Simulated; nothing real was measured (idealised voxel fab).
process module | voxel ribs on slabs
The width of the displayed cross-section, cut, is 240 nm; its cells are square, with a size of 5 nm.
In this document a cross-section is written as a grid of square cells. It is given as a series of bands, listed from the top down, and a band is one or more rows of cells. Heads up on the band format: heights come first, top then bottom, in nm. After that it's the materials left to right, each with its width in nm. A single material flagged "full width" fills the whole band edge to edge, and "blank" means there's empty space there. Heights are expressed relative to 0, this being the level below which the as-received wafer comprises one material exclusively. The lowest band is unbounded in the downward direction and is denoted as in "0 down". The width entry "30..40" should be interpreted row by row: the top row of cells in the band takes the first number, the bottom row takes the second number, and the change between adjacent rows is uniform throughout. Take "left unchanged" at face value: in the step it is given for, the cross-section changed in none of its cells. Heads up: "Closed voids list" only lists the empty pockets with no open path to the top that are 8 cells or more, and it writes them as width x height at distance, distance from the left edge, in nm. Formally, on a step line, whatever follows the settings is a remark that the simulator itself makes on the step. The setting "overlay nm" may be written on the line of a step. When the step uses a mask, the value reports how far to the right of the planned place the mask lay, and a negative value reports that it lay to the left.
Listed below are the process steps as planned
1,op RECEIVE | material Si
2,op DIRECTIONAL_DEP | material SiO2 | thk nm 30
3,op DIRECTIONAL_DEP | material SiN | thk nm 20
4,op MASKED_ETCH | tone cover | mask id RIB | width nm 30 | etch materials SiN | depth nm 10 | overlay nm 0
5,op PATTERN | tone cover | mask id SLAB | material resist | width nm 70 | thk nm 15 | overlay nm 0
6,op DIRECTIONAL_ETCH | etch materials SiN | depth nm 10
7,op STRIP | etch materials resist
8,op FILL_DEP | material SiO2 | thk nm 25
9,op CMP | height nm 65
10,op DIRECTIONAL_DEP | material TiN | thk nm 5
11,op MASKED_ETCH | tone cover | mask id HEATER | width nm 40 | etch materials TiN | depth nm 5 | overlay nm 0
12,op CONFORMAL_DEP | material SiN | thk nm 10
What follows covers the first of two wafers; it ran as planned
Cross-section of the wafer at receipt, which is the condition after step 1
* 0 down = Si full width
* Closed voids list: none
State of the wafer after step 2, shown in cross-section
* 30 to 0 = SiO2 full width
* For the remainder of the cross-section, below 0, there is no change.
State of the wafer after step 3, shown in cross-section
* 50 to 30 = SiN full width
* For the remainder of the cross-section, below 30, there is no change.
State of the wafer after step 4, shown in cross-section
* 50 to 40 = 105 of blank / 30 of SiN / 105 of blank
* For the remainder of the cross-section, below 40, there is no change.
State of the wafer after step 5, shown in cross-section
* 65 to 50 = 85 of blank / 70 of resist / 85 of blank
* 50 to 40 = 85 of blank / 20 of resist / 30 of SiN / 20 of resist / 85 of blank
* For the remainder of the cross-section, below 40, there is no change.
State of the wafer after step 6, shown in cross-section
* 65 to 50 = 85 of blank / 70 of resist / 85 of blank
* 50 to 40 = 85 of blank / 20 of resist / 30 of SiN / 20 of resist / 85 of blank
* 40 to 30 = 85 of blank / 70 of SiN / 85 of blank
* For the remainder of the cross-section, below 30, there is no change.
State of the wafer after step 7, shown in cross-section
* 50 to 40 = 105 of blank / 30 of SiN / 105 of blank
* For the remainder of the cross-section, below 40, there is no change.
State of the wafer after step 8, shown in cross-section
* 75 to 50 = SiO2 full width
* 50 to 40 = 105 of SiO2 / 30 of SiN / 105 of SiO2
* 40 to 30 = 85 of SiO2 / 70 of SiN / 85 of SiO2
* For the remainder of the cross-section, below 30, there is no change.
State of the wafer after step 9, shown in cross-section
* 65 to 50 = SiO2 full width
* For the remainder of the cross-section, below 50, there is no change.
State of the wafer after step 10, shown in cross-section
* 70 to 65 = TiN full width
* For the remainder of the cross-section, below 65, there is no change.
State of the wafer after step 11, shown in cross-section
* 70 to 65 = 100 of blank / 40 of TiN / 100 of blank
* For the remainder of the cross-section, below 65, there is no change.
State of the wafer after step 12, shown in cross-section
* 80 to 75 = 90 of blank / 60 of SiN / 90 of blank
* 75 to 70 = SiN full width
* 70 to 65 = 100 of SiN / 40 of TiN / 100 of SiN
* For the remainder of the cross-section, below 65, there is no change.
Here the second wafer is described. Its start and its plan were those of the first wafer. Its run contained one mistake. Up to and including step 11, it did exactly what the first wafer did
What the second wafer looks like in cross-section when step 12 should have wrapped up: left unchanged
Run error: step 12 in the plan did not get run; it was skipped
Per the end-of-run cell counts, the second wafer holds more or fewer of some materials than the first: SiN -100
